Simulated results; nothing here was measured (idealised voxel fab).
A process module follows: voxel local oxidation.
The figure presents cross-section cut, which has a width of 185 nm and is divided into square cells with an edge length of 5 nm.
Cross-sections here: square-cell grids, written as top-down lists of bands, a band being one or more rows of cells.
Heights first: top, then bottom, in nm. Then materials, left to right, each with a width in nm. "all across" on a single material: fills the band edge to edge. "blank": empty space.
The reference from which all heights are counted is 0, the level beneath which the as-received wafer is entirely one material; the lowest band, having no lower bound, proceeds downward and is written after the example "from 0 down".
When a width is written as two numbers, as in "30 to 40", the first number is the width in the top row of cells of the band and the second is the width in its bottom row, and the width changes by the same amount from each row to the next.
"no change occurred" -> step changed no cross-section cell.
The entry titled "Cavities, sealed" provides the empty spaces that have no open way to the top, restricted to those of 8 cells or more. Each is presented as width x height at distance, the distance being measured from the left edge, with all three in nm.
It should be noted that, on the line of a given step, the content following the step's settings is a remark produced by the simulator itself with respect to that step.
The line of a step may include "overlay nm". On a step with a mask, this value is how far to the right of its planned place the mask lay. A negative value means the mask lay to the left.
### Process steps foreseen in the plan
1) RECEIVE,material Si
2) CONFORMAL_DEP,material SiO2,thk nm 5
3) CONFORMAL_DEP,material SiN,thk nm 10
4) MASKED_ETCH,tone cover,mask id ACTIVE,width nm 90,etch materials SiN,depth nm 10,overlay nm -15
5) SELECTIVE_ETCH,etch materials SiO2,depth nm 5
6) OXIDIZE,depth nm 10
7) STRIP,etch materials SiN
Wafer-to-wafer difference: overlay nm, step 4. Common start. Plan = first wafer's value.
### The first of several wafers as received, shown in cross-section; this is its state after step 1
* from 0 down: Si all across
* Cavities, sealed: none
### Below, a row for every wafer. Read it as the end-of-module picture: for each material the wafer shows its cells gained (+) or lost (-) since it was received, and then its closed voids
overlay nm -15, -50 Si, +66 SiO2, Cavities, sealed: none
overlay nm -10, -50 Si, +66 SiO2, Cavities, sealed: none
overlay nm -5, -50 Si, +66 SiO2, Cavities, sealed: none
overlay nm 0, -50 Si, +66 SiO2, Cavities, sealed: none
overlay nm 5, -50 Si, +66 SiO2, Cavities, sealed: none
overlay nm 10, -50 Si, +66 SiO2, Cavities, sealed: none
overlay nm 15, -50 Si, +66 SiO2, Cavities, sealed: none
